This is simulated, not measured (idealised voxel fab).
Process module heading - voxel trench capacitor
Cross-section cut spans 295 nm and uses square cells 5 nm in size.
A cross-section is a grid of square cells, given in bands from the top down. A band is one or more rows of cells.
Read a band's entry like this: the first values are the height of its top and the height of its bottom in nm, and what follows is the sequence of materials from left to right, each with its width in nm. Note that "air" is empty space, and that a single material marked "all across" reaches across the band from edge to edge.
It should be noted that heights are counted from 0, beneath which the wafer as supplied is of one material throughout, and that the lowest band possesses no lower boundary but continues downward, as written in "0 -> down".
A width such as "30 to 40" changes by the same amount from each row of cells to the next, from the band's top row to its bottom row.
"remained unchanged" after a step means that no cell of the cross-section changed.
The entry titled "Non-vented voids" provides the empty spaces that have no open way to the top, restricted to those of 8 cells or more. Each is presented as width x height at distance, the distance being measured from the left edge, with all three in nm.
after a step's settings: what the simulator itself notes on the step
overlay nm: right-of-plan distance of the mask on a masked step; negative values mean left-of-plan.

## Set out below are the planned steps of the process
1,RECEIVE [material Si]
2,CONFORMAL_DEP [material SiN] [thk nm 10]
3,DIRECTIONAL_DEP [material aC] [thk nm 10]
4,PATTERN [tone open] [mask id TRENCH] [material resist] [width nm 25] [pitch nm 45] [thk nm 30] [overlay nm 0]
5,DIRECTIONAL_ETCH [etch materials aC] [depth nm 10]
6,STRIP [etch materials resist]
7,DIRECTIONAL_ETCH [etch materials SiN] [depth nm 10]
8,DIRECTIONAL_ETCH [etch materials Si] [depth nm 30]
9,STRIP [etch materials aC]
10,CONFORMAL_DEP [material Al2O3] [thk nm 5]
11,FILL_DEP [material polySi] [thk nm 5]
12,CMP [height nm 10]

## Cross-section of the wafer upon arrival, representing the state reached after step 1
  0 -> down  Si all across
  Non-vented voids: none

## Cross-section: first of two wafers, module finished, run according to plan
  10 -> 0  SiN (65) / Al2O3 (5) / polySi (15) / Al2O3 (5) / SiN (20) / Al2O3 (5) / polySi (15) / Al2O3 (5) / SiN (20) / Al2O3 (5) / polySi (15) / Al2O3 (5) / SiN (20) / Al2O3 (5) / polySi (15) / Al2O3 (5) / SiN (70)
  0 -> -25  Si (65) / Al2O3 (5) / polySi (15) / Al2O3 (5) / Si (20) / Al2O3 (5) / polySi (15) / Al2O3 (5) / Si (20) / Al2O3 (5) / polySi (15) / Al2O3 (5) / Si (20) / Al2O3 (5) / polySi (15) / Al2O3 (5) / Si (70)
  -25 -> -30  Si (65) / Al2O3 (25) / Si (20) / Al2O3 (25) / Si (20) / Al2O3 (25) / Si (20) / Al2O3 (25) / Si (70)
  -30 -> down  Si all across
  Non-vented voids: none

## Second wafer through the module, sectioned at the end: same beginning and same plan as the first wafer, with one mistake in carrying it out
  10 -> 0  polySi (60) / Al2O3 (5) / SiN (25) / Al2O3 (5) / polySi (10) / Al2O3 (5) / SiN (25) / Al2O3 (5) / polySi (10) / Al2O3 (5) / SiN (25) / Al2O3 (5) / polySi (10) / Al2O3 (5) / SiN (25) / Al2O3 (5) / polySi (65)
  0 -> -25  polySi (60) / Al2O3 (5) / Si (25) / Al2O3 (5) / polySi (10) / Al2O3 (5) / Si (25) / Al2O3 (5) / polySi (10) / Al2O3 (5) / Si (25) / Al2O3 (5) / polySi (10) / Al2O3 (5) / Si (25) / Al2O3 (5) / polySi (65)
  -25 -> -30  Al2O3 (65) / Si (25) / Al2O3 (20) / Si (25) / Al2O3 (20) / Si (25) / Al2O3 (20) / Si (25) / Al2O3 (70)
  -30 -> down  Si all across
  Non-vented voids: none
Misprocessing identified: note that step 4 departed from the planned setting and was carried out as PATTERN [tone cover] [mask id TRENCH] [material resist] [width nm 25] [pitch nm 45] [thk nm 30] [overlay nm 0]
Counted in cells at the end, the second wafer holds more or fewer of these materials than the first: Al2O3: 19 more | Si: 114 fewer | SiN: 38 fewer | polySi: 133 more
